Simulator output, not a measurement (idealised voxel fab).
voxel transistor to metal: a process module
The cross-section shown here is cut; it is 165 nm wide and divided into square cells measuring 5 nm on a side.
This document writes a cross-section as a grid whose cells are square, and gives it as bands, listed from the top down; one or more rows of cells form a band.
Top height, bottom height, nm. Materials left to right, width each, nm. Single material + "everywhere" = fills band edge to edge. "air" = empty.
Height 0 is the level under which the wafer as received is all one material. The lowest band goes on downwards, as in "top 0, no bottom".
Read "30->40" as a graded width: first number on top, second number at the bottom, same change between each pair of neighbouring rows.
"same as before" -> step changed no cross-section cell.
"Encapsulated voids": sealed empty spaces, 8 cells or more, no open way to top, listed width x height at distance, with distance from the left edge and width, height and distance in nm.
It should be noted that, on the line of a given step, the content following the step's settings is a remark produced by the simulator itself with respect to that step.
overlay nm: how far to the right of its planned place the mask lay on this masked step (negative: to the left).
[The process steps that were planned are listed below]
1: RECEIVE | material Si
2: CONFORMAL_DEP | material SiO2 | thk nm 5
3: CONFORMAL_DEP | material SiN | thk nm 15
4: MASKED_ETCH | tone cover | mask id ACTIVE | width nm 115 | etch materials SiN | depth nm 15 | overlay nm 0
5: MASKED_ETCH | tone cover | mask id ACTIVE | width nm 115 | etch materials SiO2 | depth nm 5 | overlay nm 0
6: MASKED_ETCH | tone cover | mask id ACTIVE | width nm 115 | etch materials Si | depth nm 20 | overlay nm 0
7: FILL_DEP | material SiO2 | thk nm 15
8: CMP | height nm 20
9: SELECTIVE_ETCH | etch materials SiO2 | depth nm 5
10: STRIP | etch materials SiN
11: SELECTIVE_ETCH | etch materials SiO2 | depth nm 5
12: OXIDIZE | depth nm 5
13: DIRECTIONAL_DEP | material polySi | thk nm 25
14: DIRECTIONAL_DEP | material SiCN | thk nm 10
15: MASKED_ETCH | tone cover | mask id GATE | width nm 15 | etch materials SiCN | depth nm 20 | overlay nm 0
16: MASKED_ETCH | tone cover | mask id GATE | width nm 15 | etch materials polySi | depth nm 35 | overlay nm 0
17: CONFORMAL_DEP | material SiO2 | thk nm 5
18: DIRECTIONAL_ETCH | etch materials SiO2 | depth nm 5
19: CONFORMAL_DEP | material SiN | thk nm 10
20: DIRECTIONAL_ETCH | etch materials SiN | depth nm 10
21: DIRECTIONAL_ETCH | etch materials SiO2 | depth nm 5
22: DIRECTIONAL_ETCH | etch materials Si | depth nm 5
23: EPI | material nSi | thk nm 10
24: FILL_DEP | material SiO2 | thk nm 10
25: CMP | height nm 35
26: DIRECTIONAL_DEP | material SiO2 | thk nm 15
27: PATTERN | tone open | mask id CONTACT | material resist | width nm 20 | pitch nm 75 | thk nm 20 | overlay nm 0
28: DIRECTIONAL_ETCH | etch materials SiO2 | depth nm 50
29: STRIP | etch materials resist
30: CONFORMAL_DEP | material TiN | thk nm 5
31: FILL_DEP | material Ru | thk nm 10
32: CMP | height nm 50
33: CONFORMAL_DEP | material SiN | thk nm 5
34: DIRECTIONAL_DEP | material lowk | thk nm 15
35: PATTERN | tone open | mask id METAL_1 | material resist | width nm 20 | pitch nm 75 | thk nm 15 | overlay nm 0
36: DIRECTIONAL_ETCH | etch materials lowk | depth nm 15
37: DIRECTIONAL_ETCH | etch materials SiN | depth nm 5
38: STRIP | etch materials resist
39: CONFORMAL_DEP | material TiN | thk nm 5
40: FILL_DEP | material Ru | thk nm 5
41: CMP | height nm 70
42: CONFORMAL_DEP | material SiCN | thk nm 5
43: DIRECTIONAL_DEP | material lowk | thk nm 25
44: MASKED_ETCH | tone open | mask id METAL_2_HOLES | width nm 15 | pitch nm 75 | etch materials lowk | depth nm 25 | overlay nm 0
45: DIRECTIONAL_DEP | material aC | thk nm 10
46: PATTERN | tone open | mask id METAL_2 | material resist | width nm 20 | pitch nm 75 | thk nm 25 | overlay nm 0
47: DIRECTIONAL_ETCH | etch materials aC | depth nm 10
48: STRIP | etch materials resist
49: DIRECTIONAL_ETCH | etch materials lowk | depth nm 15
50: DIRECTIONAL_ETCH | etch materials SiCN | depth nm 5
51: STRIP | etch materials aC
52: CONFORMAL_DEP | material TiN | thk nm 5
53: FILL_DEP | material Ru | thk nm 10
54: CMP | height nm 100
55: CONFORMAL_DEP | material SiCN | thk nm 5
[The cross-section here shows the wafer as received, i.e. in its state after step 1]
	top 0, no bottom: Si everywhere
	Encapsulated voids: none
[Below is the wafer in cross-section after the module was completed. It began from the starting point shown above and followed the plan shown above, except that one mistake was made while running it]
	top 105, bottom 100: SiCN everywhere
	top 100, bottom 90: 40 nm lowk / 10 nm Ru / 65 nm lowk / 10 nm Ru / 40 nm lowk
	top 90, bottom 75: 40 nm lowk / 5 nm Ru / 70 nm lowk / 5 nm Ru / 45 nm lowk
	top 75, bottom 70: 35 nm SiCN / 15 nm lowk / 60 nm SiCN / 15 nm lowk / 40 nm SiCN
	top 70, bottom 55: 35 nm lowk / 5 nm TiN / 10 nm Ru / 5 nm TiN / 55 nm lowk / 5 nm TiN / 10 nm Ru / 5 nm TiN / 35 nm lowk
	top 55, bottom 50: 35 nm SiN / 20 nm TiN / 55 nm SiN / 20 nm TiN / 35 nm SiN
	top 50, bottom 35: 35 nm SiO2 / 5 nm TiN / 10 nm Ru / 5 nm TiN / 55 nm SiO2 / 5 nm TiN / 10 nm Ru / 5 nm TiN / 35 nm SiO2
	top 35, bottom 25: 35 nm SiO2 / 5 nm TiN / 10 nm Ru / 5 nm TiN / 5 nm SiO2 / 10 nm SiN / 5 nm SiO2 / 15 nm SiCN / 5 nm SiO2 / 10 nm SiN / 5 nm SiO2 / 5 nm TiN / 10 nm Ru / 5 nm TiN / 35 nm SiO2
	top 25, bottom 10: 35 nm SiO2 / 5 nm TiN / 10 nm Ru / 5 nm TiN / 5 nm SiO2 / 10 nm SiN / 5 nm SiO2 / 15 nm polySi / 5 nm SiO2 / 10 nm SiN / 5 nm SiO2 / 5 nm TiN / 10 nm Ru / 5 nm TiN / 35 nm SiO2
	top 10, bottom 5: 25 nm SiO2 / 10 nm SiN / 20 nm TiN / 5 nm SiO2 / 10 nm SiN / 5 nm SiO2 / 15 nm polySi / 5 nm SiO2 / 10 nm SiN / 5 nm SiO2 / 20 nm TiN / 10 nm SiN / 25 nm SiO2
	top 5, bottom 0: 25 nm SiO2 / 10 nm SiN / 10 nm nSi / 5 nm TiN / 10 nm nSi / 10 nm SiN / 5 nm SiO2 / 15 nm polySi / 5 nm SiO2 / 10 nm SiN / 10 nm nSi / 5 nm TiN / 10 nm nSi / 10 nm SiN / 25 nm SiO2
	top 0, bottom -5: 35 nm SiO2 / 25 nm nSi / 45 nm SiO2 / 25 nm nSi / 35 nm SiO2
	top -5, bottom -10: 25 nm SiO2 / 10 nm Si / 25 nm nSi / 45 nm Si / 25 nm nSi / 10 nm Si / 25 nm SiO2
	top -10, bottom -20: 25 nm SiO2 / 115 nm Si / 25 nm SiO2
	top -20, no bottom: Si everywhere
	Encapsulated voids: none
So what did we get wrong on this run? step 52: run off-plan, actual operation and settings CONFORMAL_DEP | material lowk | thk nm 5
